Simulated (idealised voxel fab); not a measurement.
The document below concerns the process module designated voxel self aligned vias.
Cross-sectional view cut (width: 300 nm; square cell size: 5 nm).
Format of a cross-section: grid, square cells. Given as bands. Order: top down. Band: one or more rows of cells. Each band's line starts with the height of the band's top and of its bottom, in nm. Then come its materials from left to right, each with its width in nm. One material with "full width" fills the band from edge to edge. "blank" is empty space. Note: height 0 marks the level under which the wafer is uniformly one material as received. Lowest band unbounded below, written "from 0 down". A width such as "30 to 40" changes by the same amount from each row of cells to the next, from the band's top row to its bottom row. The cross-section has no changed cell in any step marked "nothing changed". Voids not open to the top, 8 cells minimum: see "Unvented voids". Written width x height at distance; distance is from the left edge; nm. Anything after a step's settings on that line? It's the simulator's own note about the step. "overlay nm" denotes, for a step that has a mask, the displacement of the mask to the right of its planned place, with negative values corresponding to the left.
These are the steps we planned for the process
step 1: RECEIVE,material Si
step 2: CONFORMAL_DEP,material SiO2,thk nm 10
step 3: CONFORMAL_DEP,material SiCN,thk nm 5
step 4: DIRECTIONAL_DEP,material lowk,thk nm 20
step 5: DIRECTIONAL_DEP,material aC,thk nm 15
step 6: PATTERN,tone open,mask id LINES,material resist,width nm 25,pitch nm 50,thk nm 35,overlay nm 0
step 7: DIRECTIONAL_ETCH,etch materials aC,depth nm 15
step 8: STRIP,etch materials resist
step 9: DIRECTIONAL_ETCH,etch materials lowk,depth nm 20
step 10: STRIP,etch materials aC
step 11: CONFORMAL_DEP,material TiN,thk nm 5
step 12: FILL_DEP,material W,thk nm 5
step 13: CMP,height nm 35
step 14: SELECTIVE_ETCH,etch materials W Ru TiN,depth nm 5
step 15: FILL_DEP,material SiN,thk nm 5
step 16: CMP,height nm 35
step 17: DIRECTIONAL_DEP,material lowk,thk nm 15
step 18: DIRECTIONAL_DEP,material aC,thk nm 10
step 19: PATTERN,tone open,mask id VIAS,material resist,width nm 35,thk nm 30,overlay nm 0
step 20: DIRECTIONAL_ETCH,etch materials aC,depth nm 10
step 21: STRIP,etch materials resist
step 22: DIRECTIONAL_ETCH,etch materials lowk,depth nm 15
step 23: DIRECTIONAL_ETCH,etch materials SiN,depth nm 5
step 24: STRIP,etch materials aC
step 25: CONFORMAL_DEP,material TiN,thk nm 5
step 26: FILL_DEP,material Cu,thk nm 5
step 27: CMP,height nm 50
step 28: CONFORMAL_DEP,material SiN,thk nm 5
Incoming wafer, cross-sectional view, post step 1
* from 0 down: Si full width
* Unvented voids: none
First wafer of two, sectioned at end of module; run went per plan
* from 55 to 50: SiN full width
* from 50 to 40: 105 nm lowk  5 nm TiN  25 nm Cu  5 nm TiN  160 nm lowk
* from 40 to 35: 105 nm lowk  10 nm TiN  15 nm Cu  10 nm TiN  160 nm lowk
* from 35 to 30: 110 nm lowk  25 nm TiN  25 nm lowk  25 nm SiN  115 nm lowk
* from 30 to 20: 110 nm lowk  5 nm TiN  15 nm W  5 nm TiN  25 nm lowk  5 nm TiN  15 nm W  5 nm TiN  115 nm lowk
* from 20 to 15: 110 nm lowk  25 nm TiN  25 nm lowk  25 nm TiN  115 nm lowk
* from 15 to 10: SiCN full width
* from 10 to 0: SiO2 full width
* from 0 down: Si full width
* Unvented voids: none
End of module, second wafer, cross-section. Started like the first, planned like the first, run with one mistake
* from 55 to 50: SiN full width
* from 50 to 40: 105 nm lowk  5 nm TiN  25 nm Cu  5 nm TiN  160 nm lowk
* from 40 to 35: 105 nm lowk  35 nm TiN  160 nm lowk
* from 35 to 30: SiCN full width
* from 30 to 10: lowk full width
* from 10 to 0: SiO2 full width
* from 0 down: Si full width
* Unvented voids: none
So what did we get wrong on this run? order of steps 3 and 4 inverted relative to the plan
Upon completion, the second wafer contains, in terms of cells, a greater or smaller amount of certain materials than the first wafer: -3 Cu; -5 SiN; -20 TiN; -12 W; +40 lowk
